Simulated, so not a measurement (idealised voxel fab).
This is a process module. Its name is voxel gate over fins.
The cross-section on display is named cut; it measures 220 nm wide, and its cells are 5 nm squares.
Cross-section, as written here: a square-cell grid given band by band from the top down, where a band holds one or more rows of cells. The band entry comprises the height of the band's top followed by the height of its bottom, expressed in nm, and subsequently the band's materials from left to right, each stated together with its width in nm. Where a single material is marked with the word "everywhere", that material fills the band from edge to edge. The word "blank" represents empty space. Beneath 0, the wafer as received is one material, and that level is where height counting begins. The lowest band goes on downward without a bottom; it is written like "z 0 and below". Width spec "30 to 40" -> top row of cells at first value, bottom row at second value, equal per-row change in between. You'll sometimes find "remained the same" written for a step, and that's the way of saying that nowhere in the cross-section did a cell change during that step. Basically, "Closed cavities" tells you about the enclosed voids: empty spaces with no open way to the top, 8 cells or bigger, each written width x height at distance, where distance is from the left edge, all in nm. That trailing text on a step's line, after the settings, is the simulator's own remark on the step. overlay nm: for a step with a mask, the amount by which the mask lay right of where it was planned; a negative amount means left of it.

-- Process steps - plan
1 RECEIVE,material Si
2 CONFORMAL_DEP,material SiN,thk nm 5
3 DIRECTIONAL_DEP,material aC,thk nm 10
4 PATTERN,tone cover,mask id FINS,material resist,width nm 15,pitch nm 40,thk nm 25,overlay nm 0
5 DIRECTIONAL_ETCH,etch materials aC,depth nm 10
6 STRIP,etch materials resist
7 DIRECTIONAL_ETCH,etch materials SiN,depth nm 5
8 DIRECTIONAL_ETCH,etch materials Si,depth nm 30
9 STRIP,etch materials aC
10 FILL_DEP,material SiO2,thk nm 10
11 CMP,height nm 5
12 SELECTIVE_ETCH,etch materials SiO2,depth nm 20
13 STRIP,etch materials SiN
14 CONFORMAL_DEP,material HfO2,thk nm 5
15 CONFORMAL_DEP,material TiN,thk nm 5
16 FILL_DEP,material W,thk nm 15
17 CMP,height nm 20
18 CONFORMAL_DEP,material SiN,thk nm 5

-- Step 1 complete: cross-section of the wafer as received
* z 0 and below: Si everywhere
* Closed cavities: none

-- First of two wafers: cross-section at end of module, run per plan
* z 25 to 20: SiN everywhere
* z 20 to 10: W everywhere
* z 10 to 5: W (70)  TiN (35)  W (5)  TiN (35)  W (75)
* z 5 to 0: W (70)  TiN (5)  HfO2 (25)  TiN (5)  W (5)  TiN (5)  HfO2 (25)  TiN (5)  W (75)
* z 0 to -5: W (70)  TiN (5)  HfO2 (5)  Si (15)  HfO2 (5)  TiN (5)  W (5)  TiN (5)  HfO2 (5)  Si (15)  HfO2 (5)  TiN (5)  W (75)
* z -5 to -10: TiN (75)  HfO2 (5)  Si (15)  HfO2 (5)  TiN (15)  HfO2 (5)  Si (15)  HfO2 (5)  TiN (80)
* z -10 to -15: HfO2 (80)  Si (15)  HfO2 (25)  Si (15)  HfO2 (85)
* z -15 to -30: SiO2 (80)  Si (15)  SiO2 (25)  Si (15)  SiO2 (85)
* z -30 and below: Si everywhere
* Closed cavities: none

-- Cross-section, second wafer: same start as the first, same plan as the first, one mistake in running it; taken at the end of the module
* z 25 to 20: SiN everywhere
* z 20 to 5: W everywhere
* z 5 to 0: W (75)  TiN (25)  W (15)  TiN (25)  W (80)
* z 0 to -10: W (75)  TiN (5)  Si (15)  TiN (5)  W (15)  TiN (5)  Si (15)  TiN (5)  W (80)
* z -10 to -15: TiN (80)  Si (15)  TiN (25)  Si (15)  TiN (85)
* z -15 to -30: SiO2 (80)  Si (15)  SiO2 (25)  Si (15)  SiO2 (85)
* z -30 and below: Si everywhere
* Closed cavities: none
What was the processing mistake? step 14 of the plan never got run, it was skipped over
The closing comparison, in cells, has the second wafer with more or fewer of some materials than the first: HfO2 -56 | W +56
